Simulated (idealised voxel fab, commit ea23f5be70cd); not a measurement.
Process module, titled voxel gate over fins
Displayed cross-section: cut, width of 290 nm, square cells sized 5 nm.
Cross-section spec: square-cell grid; bands listed top down; each band is one or more rows. For a band, the entry starts with two heights in nm, that of the top and then that of the bottom, and carries on with the band's materials in order from left to right, each alongside its width in nm; the word "full width" beside a single material means it fills the band edge to edge, and "air" means empty space. The reference from which all heights are counted is 0, the level beneath which the as-received wafer is entirely one material; the lowest band, having no lower bound, proceeds downward and is written after the example "from 0 down". The expression "30 to 40" gives the width at the extremes of the band, the first number at its top row of cells and the second at its bottom row, with the width changing by equal amounts from each row to the next in between. What does "changes: none" mean for a step? It means no cell of the cross-section changed in that step. The entry titled "Trapped voids" provides the empty spaces that have no open way to the top, restricted to those of 8 cells or more. Each is presented as width x height at distance, the distance being measured from the left edge, with all three in nm. Past the settings on a step's line: simulator remark, on that step. If you see "overlay nm" on a step's line and that step has a mask, it's telling you how far right of where it was planned the mask ended up; a negative number means it went left instead. Quick note on how to read the rest: it's all pairs. You get the cross-section before a process step and the one after, but the after one only goes down as far as the lowest band that changed. The step in between, with its settings, sits under the pair. Heads up, the pairs can come from different runs of this module on the same starting wafer, so don't assume a pair picks up from the one above unless its "Before processing" entry says it does.
## Before processing
from 0 to -10  air 45 nm | Si 15 nm | air 45 nm | Si 15 nm | air 45 nm | Si 15 nm | air 45 nm | Si 15 nm | air 50 nm
from -10 to -15  SiO2 30 nm | air 15 nm | Si 15 nm | air 15 nm | SiO2 15 nm | air 15 nm | Si 15 nm | air 15 nm | SiO2 15 nm | air 15 nm | Si 15 nm | air 15 nm | SiO2 15 nm | air 15 nm | Si 15 nm | air 15 nm | SiO2 35 nm
from -15 to -30  SiO2 45 nm | Si 15 nm | SiO2 15 nm | TiN 5 nm | W 5 nm | TiN 5 nm | SiO2 15 nm | Si 15 nm | SiO2 45 nm | Si 15 nm | SiO2 45 nm | Si 15 nm | SiO2 50 nm
from -30 to -35  SiO2 45 nm | Si 15 nm | SiO2 15 nm | TiN 15 nm | SiO2 15 nm | Si 15 nm | SiO2 45 nm | Si 15 nm | SiO2 45 nm | Si 15 nm | SiO2 50 nm
from -35 to -40  SiO2 45 nm | Si 15 nm | SiO2 45 nm | Si 15 nm | SiO2 45 nm | Si 15 nm | SiO2 45 nm | Si 15 nm | SiO2 50 nm
from -40 down  Si full width
Trapped voids: none
## Resulting Structure
from 5 to 0  air 40 nm | HfO2 25 nm | air 35 nm | HfO2 25 nm | air 35 nm | HfO2 25 nm | air 35 nm | HfO2 25 nm | air 45 nm
from 0 to -5  air 40 nm | HfO2 5 nm | Si 15 nm | HfO2 5 nm | air 35 nm | HfO2 5 nm | Si 15 nm | HfO2 5 nm | air 35 nm | HfO2 5 nm | Si 15 nm | HfO2 5 nm | air 35 nm | HfO2 5 nm | Si 15 nm | HfO2 5 nm | air 45 nm
from -5 to -10  HfO2 35 nm | air 5 nm | HfO2 5 nm | Si 15 nm | HfO2 5 nm | air 5 nm | HfO2 25 nm | air 5 nm | HfO2 5 nm | Si 15 nm | HfO2 5 nm | air 5 nm | HfO2 25 nm | air 5 nm | HfO2 5 nm | Si 15 nm | HfO2 5 nm | air 5 nm | HfO2 25 nm | air 5 nm | HfO2 5 nm | Si 15 nm | HfO2 5 nm | air 5 nm | HfO2 40 nm
from -10 to -15  SiO2 30 nm | HfO2 15 nm | Si 15 nm | HfO2 15 nm | SiO2 15 nm | HfO2 15 nm | Si 15 nm | HfO2 15 nm | SiO2 15 nm | HfO2 15 nm | Si 15 nm | HfO2 15 nm | SiO2 15 nm | HfO2 15 nm | Si 15 nm | HfO2 15 nm | SiO2 35 nm
Under the height -15 nothing was changed.
Trapped voids: none
Between the two cross-sections shown above, the process step is CONFORMAL_DEP | material HfO2 | thk nm 5
Before processing: it's just the after picture from the pair right above this one.
## Resulting Structure
from 10 to 5  air 35 nm | TiN 35 nm | air 25 nm | TiN 35 nm | air 25 nm | TiN 35 nm | air 25 nm | TiN 35 nm | air 40 nm
from 5 to 0  air 35 nm | TiN 5 nm | HfO2 25 nm | TiN 5 nm | air 25 nm | TiN 5 nm | HfO2 25 nm | TiN 5 nm | air 25 nm | TiN 5 nm | HfO2 25 nm | TiN 5 nm | air 25 nm | TiN 5 nm | HfO2 25 nm | TiN 5 nm | air 40 nm
from 0 to -5  TiN 40 nm | HfO2 5 nm | Si 15 nm | HfO2 5 nm | TiN 35 nm | HfO2 5 nm | Si 15 nm | HfO2 5 nm | TiN 35 nm | HfO2 5 nm | Si 15 nm | HfO2 5 nm | TiN 35 nm | HfO2 5 nm | Si 15 nm | HfO2 5 nm | TiN 45 nm
from -5 to -10  HfO2 35 nm | TiN 5 nm | HfO2 5 nm | Si 15 nm | HfO2 5 nm | TiN 5 nm | HfO2 25 nm | TiN 5 nm | HfO2 5 nm | Si 15 nm | HfO2 5 nm | TiN 5 nm | HfO2 25 nm | TiN 5 nm | HfO2 5 nm | Si 15 nm | HfO2 5 nm | TiN 5 nm | HfO2 25 nm | TiN 5 nm | HfO2 5 nm | Si 15 nm | HfO2 5 nm | TiN 5 nm | HfO2 40 nm
Under the height -10 nothing was changed.
Trapped voids: none
Between the two cross-sections shown above, the process step is CONFORMAL_DEP | material TiN | thk nm 5
Before processing: it's just the after picture from the pair right above this one.
## Resulting Structure
from 25 to 10  W full width
from 10 to 5  W 35 nm | TiN 35 nm | W 25 nm | TiN 35 nm | W 25 nm | TiN 35 nm | W 25 nm | TiN 35 nm | W 40 nm
from 5 to 0  W 35 nm | TiN 5 nm | HfO2 25 nm | TiN 5 nm | W 25 nm | TiN 5 nm | HfO2 25 nm | TiN 5 nm | W 25 nm | TiN 5 nm | HfO2 25 nm | TiN 5 nm | W 25 nm | TiN 5 nm | HfO2 25 nm | TiN 5 nm | W 40 nm
Under the height 0 nothing was changed.
Trapped voids: none
Between the two cross-sections shown above, the process step is FILL_DEP | material W | thk nm 15
Before processing: it's just the after picture from the pair right above this one.
## Resulting Structure
from 20 to 10  W full width
Under the height 10 nothing was changed.
Trapped voids: none
Between the two cross-sections shown above, the process step is CMP | height nm 20
Before processing: it's just the after picture from the pair right above this one.
## Resulting Structure
from 30 to 20  SiCN full width
Under the height 20 nothing was changed.
Trapped voids: none
Between the two cross-sections shown above, the process step is CONFORMAL_DEP | material SiCN | thk nm 10
## Before processing
from 25 to 10  W full width
from 10 to 5  W 35 nm | TiN 35 nm | W 25 nm | TiN 35 nm | W 25 nm | TiN 35 nm | W 25 nm | TiN 35 nm | W 40 nm
from 5 to 0  W 35 nm | TiN 5 nm | HfO2 25 nm | TiN 5 nm | W 25 nm | TiN 5 nm | HfO2 25 nm | TiN 5 nm | W 25 nm | TiN 5 nm | HfO2 25 nm | TiN 5 nm | W 25 nm | TiN 5 nm | HfO2 25 nm | TiN 5 nm | W 40 nm
from 0 to -5  TiN 40 nm | HfO2 5 nm | Si 15 nm | HfO2 5 nm | TiN 35 nm | HfO2 5 nm | Si 15 nm | HfO2 5 nm | TiN 35 nm | HfO2 5 nm | Si 15 nm | HfO2 5 nm | TiN 35 nm | HfO2 5 nm | Si 15 nm | HfO2 5 nm | TiN 45 nm
from -5 to -10  HfO2 45 nm | Si 15 nm | HfO2 45 nm | Si 15 nm | HfO2 45 nm | Si 15 nm | HfO2 45 nm | Si 15 nm | HfO2 50 nm
from -10 to -15  SiO2 45 nm | Si 15 nm | SiO2 45 nm | Si 15 nm | SiO2 45 nm | Si 15 nm | SiO2 45 nm | Si 15 nm | SiO2 50 nm
from -15 to -30  SiO2 45 nm | Si 15 nm | SiO2 15 nm | TiN 5 nm | W 5 nm | TiN 5 nm | SiO2 15 nm | Si 15 nm | SiO2 45 nm | Si 15 nm | SiO2 45 nm | Si 15 nm | SiO2 50 nm
from -30 to -35  SiO2 45 nm | Si 15 nm | SiO2 15 nm | TiN 15 nm | SiO2 15 nm | Si 15 nm | SiO2 45 nm | Si 15 nm | SiO2 45 nm | Si 15 nm | SiO2 50 nm
from -35 to -40  SiO2 45 nm | Si 15 nm | SiO2 45 nm | Si 15 nm | SiO2 45 nm | Si 15 nm | SiO2 45 nm | Si 15 nm | SiO2 50 nm
from -40 down  Si full width
Trapped voids: none
## Resulting Structure
from 15 to 10  W full width
Under the height 10 nothing was changed.
Trapped voids: none
Between the two cross-sections shown above, the process step is CMP | height nm 15
Before processing: it's just the after picture from the pair right above this one.
## Resulting Structure
from 25 to 15  SiCN full width
Under the height 15 nothing was changed.
Trapped voids: none
Between the two cross-sections shown above, the process step is CONFORMAL_DEP | material SiCN | thk nm 10
## Before processing
from 20 to 5  aC full width
from 5 to 0  SiN full width
from 0 down  Si full width
Trapped voids: none
## Resulting Structure
from 55 to 20  air 40 nm | resist 25 nm | air 35 nm | resist 25 nm | air 35 nm | resist 25 nm | air 35 nm | resist 25 nm | air 45 nm
Under the height 20 nothing was changed.
Trapped voids: none
Between the two cross-sections shown above, the process step is PATTERN | tone cover | mask id FINS | material resist | width nm 25 | pitch nm 60 | thk nm 35 | overlay nm 0
Before processing: it's just the after picture from the pair right above this one.
## Resulting Structure
from 40 to 20  air 40 nm | resist 25 nm | air 35 nm | resist 25 nm | air 35 nm | resist 25 nm | air 35 nm | resist 25 nm | air 45 nm
from 20 to 5  air 40 nm | aC 25 nm | air 35 nm | aC 25 nm | air 35 nm | aC 25 nm | air 35 nm | aC 25 nm | air 45 nm
Under the height 5 nothing was changed.
Trapped voids: none
Between the two cross-sections shown above, the process step is DIRECTIONAL_ETCH | etch materials aC | depth nm 15
Before processing: it's just the after picture from the pair right above this one.
## Resulting Structure
from 20 to 5  air 40 nm | aC 25 nm | air 35 nm | aC 25 nm | air 35 nm | aC 25 nm | air 35 nm | aC 25 nm | air 45 nm
Under the height 5 nothing was changed.
Trapped voids: none
Between the two cross-sections shown above, the process step is STRIP | etch materials resist
Before processing: it's just the after picture from the pair right above this one.
## Resulting Structure
from 20 to 5  air 40 nm | aC 25 nm | air 35 nm | aC 25 nm | air 35 nm | aC 25 nm | air 35 nm | aC 25 nm | air 45 nm
from 5 to 0  air 40 nm | SiN 25 nm | air 35 nm | SiN 25 nm | air 35 nm | SiN 25 nm | air 35 nm | SiN 25 nm | air 45 nm
Under the height 0 nothing was changed.
Trapped voids: none
Between the two cross-sections shown above, the process step is DIRECTIONAL_ETCH | etch materials SiN | depth nm 5
Before processing: it's just the after picture from the pair right above this one.
## Resulting Structure
from 20 to 5  air 40 nm | aC 25 nm | air 35 nm | aC 25 nm | air 35 nm | aC 25 nm | air 35 nm | aC 25 nm | air 45 nm
from 5 to 0  air 40 nm | SiN 25 nm | air 35 nm | SiN 25 nm | air 35 nm | SiN 25 nm | air 35 nm | SiN 25 nm | air 45 nm
from 0 to -40  air 40 nm | Si 25 nm | air 35 nm | Si 25 nm | air 35 nm | Si 25 nm | air 35 nm | Si 25 nm | air 45 nm
Under the height -40 nothing was changed.
Trapped voids: none
Between the two cross-sections shown above, the process step is DIRECTIONAL_ETCH | etch materials Si | depth nm 40
Before processing: it's just the after picture from the pair right above this one.
## Resulting Structure
from 5 to 0  air 40 nm | SiN 25 nm | air 35 nm | SiN 25 nm | air 35 nm | SiN 25 nm | air 35 nm | SiN 25 nm | air 45 nm
Under the height 0 nothing was changed.
Trapped voids: none
Between the two cross-sections shown above, the process step is STRIP | etch materials aC
Before processing: it's just the after picture from the pair right above this one.
## Resulting Structure
from 20 to 5  SiO2 full width
from 5 to 0  SiO2 40 nm | SiN 25 nm | SiO2 35 nm | SiN 25 nm | SiO2 35 nm | SiN 25 nm | SiO2 35 nm | SiN 25 nm | SiO2 45 nm
from 0 to -40  SiO2 40 nm | Si 25 nm | SiO2 35 nm | Si 25 nm | SiO2 35 nm | Si 25 nm | SiO2 35 nm | Si 25 nm | SiO2 45 nm
Under the height -40 nothing was changed.
Trapped voids: none
Between the two cross-sections shown above, the process step is FILL_DEP | material SiO2 | thk nm 15
Before processing: it's just the after picture from the pair right above this one.
## Resulting Structure
from 5 to 0  SiO2 40 nm | SiN 25 nm | SiO2 35 nm | SiN 25 nm | SiO2 35 nm | SiN 25 nm | SiO2 35 nm | SiN 25 nm | SiO2 45 nm
Under the height 0 nothing was changed.
Trapped voids: none
Between the two cross-sections shown above, the process step is CMP | height nm 5
Before processing: it's just the after picture from the pair right above this one.
## Resulting Structure
from 20 to 5  resist 75 nm | air 15 nm | resist 200 nm
Under the height 5 nothing was changed.
Trapped voids: none
Between the two cross-sections shown above, the process step is PATTERN | tone open | mask id RAIL | material resist | width nm 15 | thk nm 15 | overlay nm 0
Before processing: it's just the after picture from the pair right above this one.
## Resulting Structure
from 20 to 5  resist 75 nm | air 15 nm | resist 200 nm
from 5 to 0  SiO2 40 nm | SiN 25 nm | SiO2 10 nm | air 15 nm | SiO2 10 nm | SiN 25 nm | SiO2 35 nm | SiN 25 nm | SiO2 35 nm | SiN 25 nm | SiO2 45 nm
from 0 to -35  SiO2 40 nm | Si 25 nm | SiO2 10 nm | air 15 nm | SiO2 10 nm | Si 25 nm | SiO2 35 nm | Si 25 nm | SiO2 35 nm | Si 25 nm | SiO2 45 nm
Under the height -35 nothing was changed.
Trapped voids: none
Between the two cross-sections shown above, the process step is DIRECTIONAL_ETCH | etch materials SiO2 | depth nm 40
Before processing: it's just the after picture from the pair right above this one.
## Resulting Structure
from 5 to 0  SiO2 40 nm | SiN 25 nm | SiO2 10 nm | air 15 nm | SiO2 10 nm | SiN 25 nm | SiO2 35 nm | SiN 25 nm | SiO2 35 nm | SiN 25 nm | SiO2 45 nm
Under the height 0 nothing was changed.
Trapped voids: none
Between the two cross-sections shown above, the process step is STRIP | etch materials resist
Before processing: it's just the after picture from the pair right above this one.
## Resulting Structure
from 10 to 5  TiN 80 nm | air 5 nm | TiN 205 nm
from 5 to 0  SiO2 40 nm | SiN 25 nm | SiO2 10 nm | TiN 5 nm | air 5 nm | TiN 5 nm | SiO2 10 nm | SiN 25 nm | SiO2 35 nm | SiN 25 nm | SiO2 35 nm | SiN 25 nm | SiO2 45 nm
from 0 to -30  SiO2 40 nm | Si 25 nm | SiO2 10 nm | TiN 5 nm | air 5 nm | TiN 5 nm | SiO2 10 nm | Si 25 nm | SiO2 35 nm | Si 25 nm | SiO2 35 nm | Si 25 nm | SiO2 45 nm
from -30 to -35  SiO2 40 nm | Si 25 nm | SiO2 10 nm | TiN 15 nm | SiO2 10 nm | Si 25 nm | SiO2 35 nm | Si 25 nm | SiO2 35 nm | Si 25 nm | SiO2 45 nm
Under the height -35 nothing was changed.
Trapped voids: none
Between the two cross-sections shown above, the process step is CONFORMAL_DEP | material TiN | thk nm 5
Before processing: it's just the after picture from the pair right above this one.
## Resulting Structure
from 15 to 10  W full width
from 10 to 5  TiN 80 nm | W 5 nm | TiN 205 nm
from 5 to 0  SiO2 40 nm | SiN 25 nm | SiO2 10 nm | TiN 5 nm | W 5 nm | TiN 5 nm | SiO2 10 nm | SiN 25 nm | SiO2 35 nm | SiN 25 nm | SiO2 35 nm | SiN 25 nm | SiO2 45 nm
from 0 to -30  SiO2 40 nm | Si 25 nm | SiO2 10 nm | TiN 5 nm | W 5 nm | TiN 5 nm | SiO2 10 nm | Si 25 nm | SiO2 35 nm | Si 25 nm | SiO2 35 nm | Si 25 nm | SiO2 45 nm
Under the height -30 nothing was changed.
Trapped voids: none
Between the two cross-sections shown above, the process step is FILL_DEP | material W | thk nm 5
Before processing: it's just the after picture from the pair right above this one.
## Resulting Structure
from 5 to 0  SiO2 40 nm | SiN 25 nm | SiO2 10 nm | TiN 5 nm | W 5 nm | TiN 5 nm | SiO2 10 nm | SiN 25 nm | SiO2 35 nm | SiN 25 nm | SiO2 35 nm | SiN 25 nm | SiO2 45 nm
Under the height 0 nothing was changed.
Trapped voids: none
Between the two cross-sections shown above, the process step is CMP | height nm 5
Before processing: it's just the after picture from the pair right above this one.
## Resulting Structure
from 5 to 0  SiO2 40 nm | SiN 25 nm | SiO2 10 nm | air 15 nm | SiO2 10 nm | SiN 25 nm | SiO2 35 nm | SiN 25 nm | SiO2 35 nm | SiN 25 nm | SiO2 45 nm
from 0 to -15  SiO2 40 nm | Si 25 nm | SiO2 10 nm | air 15 nm | SiO2 10 nm | Si 25 nm | SiO2 35 nm | Si 25 nm | SiO2 35 nm | Si 25 nm | SiO2 45 nm
Under the height -15 nothing was changed.
Trapped voids: none
Between the two cross-sections shown above, the process step is SELECTIVE_ETCH | etch materials W Ru TiN | depth nm 20
Before processing: it's just the after picture from the pair right above this one.
## Resulting Structure
from 10 to 5  SiO2 full width
from 5 to 0  SiO2 40 nm | SiN 25 nm | SiO2 35 nm | SiN 25 nm | SiO2 35 nm | SiN 25 nm | SiO2 35 nm | SiN 25 nm | SiO2 45 nm
from 0 to -15  SiO2 40 nm | Si 25 nm | SiO2 35 nm | Si 25 nm | SiO2 35 nm | Si 25 nm | SiO2 35 nm | Si 25 nm | SiO2 45 nm
Under the height -15 nothing was changed.
Trapped voids: none
Between the two cross-sections shown above, the process step is FILL_DEP | material SiO2 | thk nm 5
Before processing: it's just the after picture from the pair right above this one.
## Resulting Structure
from 5 to 0  SiO2 40 nm | SiN 25 nm | SiO2 35 nm | SiN 25 nm | SiO2 35 nm | SiN 25 nm | SiO2 35 nm | SiN 25 nm | SiO2 45 nm
Under the height 0 nothing was changed.
Trapped voids: none
Between the two cross-sections shown above, the process step is CMP | height nm 5
Before processing: it's just the after picture from the pair right above this one.
## Resulting Structure
from 5 to 0  air 40 nm | SiN 25 nm | air 35 nm | SiN 25 nm | air 35 nm | SiN 25 nm | air 35 nm | SiN 25 nm | air 45 nm
from 0 to -10  air 40 nm | Si 25 nm | air 35 nm | Si 25 nm | air 35 nm | Si 25 nm | air 35 nm | Si 25 nm | air 45 nm
Under the height -10 nothing was changed.
Trapped voids: none
Between the two cross-sections shown above, the process step is SELECTIVE_ETCH | etch materials SiO2 | depth nm 15
Before processing: it's just the after picture from the pair right above this one.
## Resulting Structure
from 0 to -10  air 40 nm | Si 25 nm | air 35 nm | Si 25 nm | air 35 nm | Si 25 nm | air 35 nm | Si 25 nm | air 45 nm
Under the height -10 nothing was changed.
Trapped voids: none
Between the two cross-sections shown above, the process step is STRIP | etch materials SiN
Before processing: it's just the after picture from the pair right above this one.
## Resulting Structure
from 5 to 0  air 35 nm | HfO2 35 nm | air 25 nm | HfO2 35 nm | air 25 nm | HfO2 35 nm | air 25 nm | HfO2 35 nm | air 40 nm
from 0 to -5  air 35 nm | HfO2 5 nm | Si 25 nm | HfO2 5 nm | air 25 nm | HfO2 5 nm | Si 25 nm | HfO2 5 nm | air 25 nm | HfO2 5 nm | Si 25 nm | HfO2 5 nm | air 25 nm | HfO2 5 nm | Si 25 nm | HfO2 5 nm | air 40 nm
from -5 to -10  HfO2 40 nm | Si 25 nm | HfO2 35 nm | Si 25 nm | HfO2 35 nm | Si 25 nm | HfO2 35 nm | Si 25 nm | HfO2 45 nm
Under the height -10 nothing was changed.
Trapped voids: none
Between the two cross-sections shown above, the process step is CONFORMAL_DEP | material HfO2 | thk nm 5
Before processing: it's just the after picture from the pair right above this one.
## Resulting Structure
from 10 to 5  air 30 nm | TiN 45 nm | air 15 nm | TiN 45 nm | air 15 nm | TiN 45 nm | air 15 nm | TiN 45 nm | air 35 nm
from 5 to 0  air 30 nm | TiN 5 nm | HfO2 35 nm | TiN 5 nm | air 15 nm | TiN 5 nm | HfO2 35 nm | TiN 5 nm | air 15 nm | TiN 5 nm | HfO2 35 nm | TiN 5 nm | air 15 nm | TiN 5 nm | HfO2 35 nm | TiN 5 nm | air 35 nm
from 0 to -5  TiN 35 nm | HfO2 5 nm | Si 25 nm | HfO2 5 nm | TiN 25 nm | HfO2 5 nm | Si 25 nm | HfO2 5 nm | TiN 25 nm | HfO2 5 nm | Si 25 nm | HfO2 5 nm | TiN 25 nm | HfO2 5 nm | Si 25 nm | HfO2 5 nm | TiN 40 nm
Under the height -5 nothing was changed.
Trapped voids: none
Between the two cross-sections shown above, the process step is CONFORMAL_DEP | material TiN | thk nm 5
Before processing: it's just the after picture from the pair right above this one.
## Resulting Structure
from 25 to 10  W full width
from 10 to 5  W 30 nm | TiN 45 nm | W 15 nm | TiN 45 nm | W 15 nm | TiN 45 nm | W 15 nm | TiN 45 nm | W 35 nm
from 5 to 0  W 30 nm | TiN 5 nm | HfO2 35 nm | TiN 5 nm | W 15 nm | TiN 5 nm | HfO2 35 nm | TiN 5 nm | W 15 nm | TiN 5 nm | HfO2 35 nm | TiN 5 nm | W 15 nm | TiN 5 nm | HfO2 35 nm | TiN 5 nm | W 35 nm
Under the height 0 nothing was changed.
Trapped voids: none
Between the two cross-sections shown above, the process step is FILL_DEP | material W | thk nm 15
Before processing: it's just the after picture from the pair right above this one.
## Resulting Structure
from 20 to 10  W full width
Under the height 10 nothing was changed.
Trapped voids: none
Between the two cross-sections shown above, the process step is CMP | height nm 20
Before processing: it's just the after picture from the pair right above this one.
## Resulting Structure
from 30 to 20  SiCN full width
Under the height 20 nothing was changed.
Trapped voids: none
Between the two cross-sections shown above, the process step is CONFORMAL_DEP | material SiCN | thk nm 10
## Before processing
from 5 to 0  SiO2 45 nm | SiN 15 nm | SiO2 45 nm | SiN 15 nm | SiO2 45 nm | SiN 15 nm | SiO2 45 nm | SiN 15 nm | SiO2 50 nm
from 0 to -40  SiO2 45 nm | Si 15 nm | SiO2 45 nm | Si 15 nm | SiO2 45 nm | Si 15 nm | SiO2 45 nm | Si 15 nm | SiO2 50 nm
from -40 down  Si full width
Trapped voids: none
## Resulting Structure
from 20 to 5  resist 85 nm | air 15 nm | resist 190 nm
Under the height 5 nothing was changed.
Trapped voids: none
Between the two cross-sections shown above, the process step is PATTERN | tone open | mask id RAIL | material resist | width nm 15 | thk nm 15 | overlay nm 10
Before processing: it's just the after picture from the pair right above this one.
## Resulting Structure
from 20 to 5  resist 85 nm | air 15 nm | resist 190 nm
from 5 to 0  SiO2 45 nm | SiN 15 nm | SiO2 25 nm | air 15 nm | SiO2 5 nm | SiN 15 nm | SiO2 45 nm | SiN 15 nm | SiO2 45 nm | SiN 15 nm | SiO2 50 nm
from 0 to -35  SiO2 45 nm | Si 15 nm | SiO2 25 nm | air 15 nm | SiO2 5 nm | Si 15 nm | SiO2 45 nm | Si 15 nm | SiO2 45 nm | Si 15 nm | SiO2 50 nm
Under the height -35 nothing was changed.
Trapped voids: none
Between the two cross-sections shown above, the process step is DIRECTIONAL_ETCH | etch materials SiO2 | depth nm 40
Before processing: it's just the after picture from the pair right above this one.
## Resulting Structure
from 5 to 0  SiO2 45 nm | SiN 15 nm | SiO2 25 nm | air 15 nm | SiO2 5 nm | SiN 15 nm | SiO2 45 nm | SiN 15 nm | SiO2 45 nm | SiN 15 nm | SiO2 50 nm
Under the height 0 nothing was changed.
Trapped voids: none
Between the two cross-sections shown above, the process step is STRIP | etch materials resist
Before processing: it's just the after picture from the pair right above this one.
## Resulting Structure
from 10 to 5  TiN 90 nm | air 5 nm | TiN 195 nm
from 5 to 0  SiO2 45 nm | SiN 15 nm | SiO2 25 nm | TiN 5 nm | air 5 nm | TiN 5 nm | SiO2 5 nm | SiN 15 nm | SiO2 45 nm | SiN 15 nm | SiO2 45 nm | SiN 15 nm | SiO2 50 nm
from 0 to -30  SiO2 45 nm | Si 15 nm | SiO2 25 nm | TiN 5 nm | air 5 nm | TiN 5 nm | SiO2 5 nm | Si 15 nm | SiO2 45 nm | Si 15 nm | SiO2 45 nm | Si 15 nm | SiO2 50 nm
from -30 to -35  SiO2 45 nm | Si 15 nm | SiO2 25 nm | TiN 15 nm | SiO2 5 nm | Si 15 nm | SiO2 45 nm | Si 15 nm | SiO2 45 nm | Si 15 nm | SiO2 50 nm
Under the height -35 nothing was changed.
Trapped voids: none
Between the two cross-sections shown above, the process step is CONFORMAL_DEP | material TiN | thk nm 5
Before processing: it's just the after picture from the pair right above this one.
## Resulting Structure
from 15 to 10  W full width
from 10 to 5  TiN 90 nm | W 5 nm | TiN 195 nm
from 5 to 0  SiO2 45 nm | SiN 15 nm | SiO2 25 nm | TiN 5 nm | W 5 nm | TiN 5 nm | SiO2 5 nm | SiN 15 nm | SiO2 45 nm | SiN 15 nm | SiO2 45 nm | SiN 15 nm | SiO2 50 nm
from 0 to -30  SiO2 45 nm | Si 15 nm | SiO2 25 nm | TiN 5 nm | W 5 nm | TiN 5 nm | SiO2 5 nm | Si 15 nm | SiO2 45 nm | Si 15 nm | SiO2 45 nm | Si 15 nm | SiO2 50 nm
Under the height -30 nothing was changed.
Trapped voids: none
Between the two cross-sections shown above, the process step is FILL_DEP | material W | thk nm 5
Before processing: it's just the after picture from the pair right above this one.
## Resulting Structure
from 5 to 0  SiO2 45 nm | SiN 15 nm | SiO2 25 nm | TiN 5 nm | W 5 nm | TiN 5 nm | SiO2 5 nm | SiN 15 nm | SiO2 45 nm | SiN 15 nm | SiO2 45 nm | SiN 15 nm | SiO2 50 nm
Under the height 0 nothing was changed.
Trapped voids: none
Between the two cross-sections shown above, the process step is CMP | height nm 5
Before processing: it's just the after picture from the pair right above this one.
## Resulting Structure
from 5 to 0  SiO2 45 nm | SiN 15 nm | SiO2 25 nm | air 15 nm | SiO2 5 nm | SiN 15 nm | SiO2 45 nm | SiN 15 nm | SiO2 45 nm | SiN 15 nm | SiO2 50 nm
from 0 to -15  SiO2 45 nm | Si 15 nm | SiO2 25 nm | air 15 nm | SiO2 5 nm | Si 15 nm | SiO2 45 nm | Si 15 nm | SiO2 45 nm | Si 15 nm | SiO2 50 nm
Under the height -15 nothing was changed.
Trapped voids: none
Between the two cross-sections shown above, the process step is SELECTIVE_ETCH | etch materials W Ru TiN | depth nm 20
Before processing: it's just the after picture from the pair right above this one.
## Resulting Structure
from 10 to 5  SiO2 full width
from 5 to 0  SiO2 45 nm | SiN 15 nm | SiO2 45 nm | SiN 15 nm | SiO2 45 nm | SiN 15 nm | SiO2 45 nm | SiN 15 nm | SiO2 50 nm
from 0 to -15  SiO2 45 nm | Si 15 nm | SiO2 45 nm | Si 15 nm | SiO2 45 nm | Si 15 nm | SiO2 45 nm | Si 15 nm | SiO2 50 nm
Under the height -15 nothing was changed.
Trapped voids: none
Between the two cross-sections shown above, the process step is FILL_DEP | material SiO2 | thk nm 5
Before processing: it's just the after picture from the pair right above this one.
## Resulting Structure
from 5 to 0  SiO2 45 nm | SiN 15 nm | SiO2 45 nm | SiN 15 nm | SiO2 45 nm | SiN 15 nm | SiO2 45 nm | SiN 15 nm | SiO2 50 nm
Under the height 0 nothing was changed.
Trapped voids: none
Between the two cross-sections shown above, the process step is CMP | height nm 5
Before processing: it's just the after picture from the pair right above this one.
## Resulting Structure
from 5 to 0  air 45 nm | SiN 15 nm | air 45 nm | SiN 15 nm | air 45 nm | SiN 15 nm | air 45 nm | SiN 15 nm | air 50 nm
from 0 to -10  air 45 nm | Si 15 nm | air 45 nm | Si 15 nm | air 45 nm | Si 15 nm | air 45 nm | Si 15 nm | air 50 nm
Under the height -10 nothing was changed.
Trapped voids: none
Between the two cross-sections shown above, the process step is SELECTIVE_ETCH | etch materials SiO2 | depth nm 15
Before processing: it's just the after picture from the pair right above this one.
## Resulting Structure
from 0 to -10  air 45 nm | Si 15 nm | air 45 nm | Si 15 nm | air 45 nm | Si 15 nm | air 45 nm | Si 15 nm | air 50 nm
Under the height -10 nothing was changed.
Trapped voids: none
Between the two cross-sections shown above, the process step is STRIP | etch materials SiN
Before processing: it's just the after picture from the pair right above this one.
## Resulting Structure
from 5 to 0  air 40 nm | HfO2 25 nm | air 35 nm | HfO2 25 nm | air 35 nm | HfO2 25 nm | air 35 nm | HfO2 25 nm | air 45 nm
from 0 to -5  air 40 nm | HfO2 5 nm | Si 15 nm | HfO2 5 nm | air 35 nm | HfO2 5 nm | Si 15 nm | HfO2 5 nm | air 35 nm | HfO2 5 nm | Si 15 nm | HfO2 5 nm | air 35 nm | HfO2 5 nm | Si 15 nm | HfO2 5 nm | air 45 nm
from -5 to -10  HfO2 45 nm | Si 15 nm | HfO2 45 nm | Si 15 nm | HfO2 45 nm | Si 15 nm | HfO2 45 nm | Si 15 nm | HfO2 50 nm
Under the height -10 nothing was changed.
Trapped voids: none
Between the two cross-sections shown above, the process step is CONFORMAL_DEP | material HfO2 | thk nm 5
Before processing: it's just the after picture from the pair right above this one.
## Resulting Structure
from 10 to 5  air 35 nm | TiN 35 nm | air 25 nm | TiN 35 nm | air 25 nm | TiN 35 nm | air 25 nm | TiN 35 nm | air 40 nm
from 5 to 0  air 35 nm | TiN 5 nm | HfO2 25 nm | TiN 5 nm | air 25 nm | TiN 5 nm | HfO2 25 nm | TiN 5 nm | air 25 nm | TiN 5 nm | HfO2 25 nm | TiN 5 nm | air 25 nm | TiN 5 nm | HfO2 25 nm | TiN 5 nm | air 40 nm
from 0 to -5  TiN 40 nm | HfO2 5 nm | Si 15 nm | HfO2 5 nm | TiN 35 nm | HfO2 5 nm | Si 15 nm | HfO2 5 nm | TiN 35 nm | HfO2 5 nm | Si 15 nm | HfO2 5 nm | TiN 35 nm | HfO2 5 nm | Si 15 nm | HfO2 5 nm | TiN 45 nm
Under the height -5 nothing was changed.
Trapped voids: none
Between the two cross-sections shown above, the process step is CONFORMAL_DEP | material TiN | thk nm 5
Before processing: it's just the after picture from the pair right above this one.
## Resulting Structure
from 25 to 10  W full width
from 10 to 5  W 35 nm | TiN 35 nm | W 25 nm | TiN 35 nm | W 25 nm | TiN 35 nm | W 25 nm | TiN 35 nm | W 40 nm
from 5 to 0  W 35 nm | TiN 5 nm | HfO2 25 nm | TiN 5 nm | W 25 nm | TiN 5 nm | HfO2 25 nm | TiN 5 nm | W 25 nm | TiN 5 nm | HfO2 25 nm | TiN 5 nm | W 25 nm | TiN 5 nm | HfO2 25 nm | TiN 5 nm | W 40 nm
Under the height 0 nothing was changed.
Trapped voids: none
Between the two cross-sections shown above, the process step is FILL_DEP | material W | thk nm 15
Before processing: it's just the after picture from the pair right above this one.
## Resulting Structure
from 20 to 10  W full width
Under the height 10 nothing was changed.
Trapped voids: none
Between the two cross-sections shown above, the process step is CMP | height nm 20
Before processing: it's just the after picture from the pair right above this one.
## Resulting Structure
from 30 to 20  SiCN full width
Under the height 20 nothing was changed.
Trapped voids: none
Between the two cross-sections shown above, the process step is CONFORMAL_DEP | material SiCN | thk nm 10
